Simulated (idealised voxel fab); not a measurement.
Herein follows the process module entitled voxel released beams.
Cross-section cut spans 285 nm and uses square cells 5 nm in size.
In what follows, cross-sections appear as grids of square cells, described through bands that run from the top down, where every band is one or more rows of cells. Read a band's entry like this: the first values are the height of its top and the height of its bottom in nm, and what follows is the sequence of materials from left to right, each with its width in nm. Note that "blank" is empty space, and that a single material marked "all across" reaches across the band from edge to edge. All heights in this document are referenced to 0, defined as the level beneath which the wafer, as received, consists entirely of one material. The lowest band is not bounded below; it extends indefinitely downward and is written in the form "from 0 down". You'd read "30 to 40" like this: the band's top row of cells is as wide as the first number, its bottom row is as wide as the second, and going down, every row changes width by the same amount as the row before did. Given "no change" for a step, no cell of the cross-section differs between before and after that step. The entry "Closed cavity list" lists the empty spaces that cover at least 8 cells and have no open path to the top. Each is written as width x height at distance, where the distance is measured from the left edge and all three values are in nm. If you see something after the settings on a step's line, that's the simulator's own remark about that step. What "overlay nm" on a step's line means: if the step has a mask, that mask lay this far to the right of its planned place, or, when the value is negative, to the left.

# The steps planned for the process are as follows
step 1: RECEIVE | material Si
step 2: CONFORMAL_DEP | material SiN | thk nm 5
step 3: DIRECTIONAL_DEP | material SiO2 | thk nm 20
step 4: MASKED_ETCH | tone open | mask id ANCHOR | width nm 45 | etch materials SiO2 | depth nm 20 | overlay nm 0
step 5: CONFORMAL_DEP | material polySi | thk nm 15
step 6: DIRECTIONAL_DEP | material aC | thk nm 10
step 7: PATTERN | tone cover | mask id BEAM | material resist | width nm 95 | thk nm 30 | overlay nm 0
step 8: DIRECTIONAL_ETCH | etch materials aC | depth nm 10
step 9: STRIP | etch materials resist
step 10: DIRECTIONAL_ETCH | etch materials polySi | depth nm 15
step 11: STRIP | etch materials aC
step 12: STRIP | etch materials SiO2

# Cross-section of the wafer upon arrival, representing the state reached after step 1
    from 0 down = Si all across
    Closed cavity list: none

# a wafer at the end: this start, this plan, one mistake
    from 25 to 5 = SiO2 95 nm, blank 45 nm, SiO2 145 nm
    from 5 to 0 = SiN all across
    from 0 down = Si all across
    Closed cavity list: none
The plan and the run diverged here: step 12: run off-plan, actual operation and settings STRIP | etch materials polySi
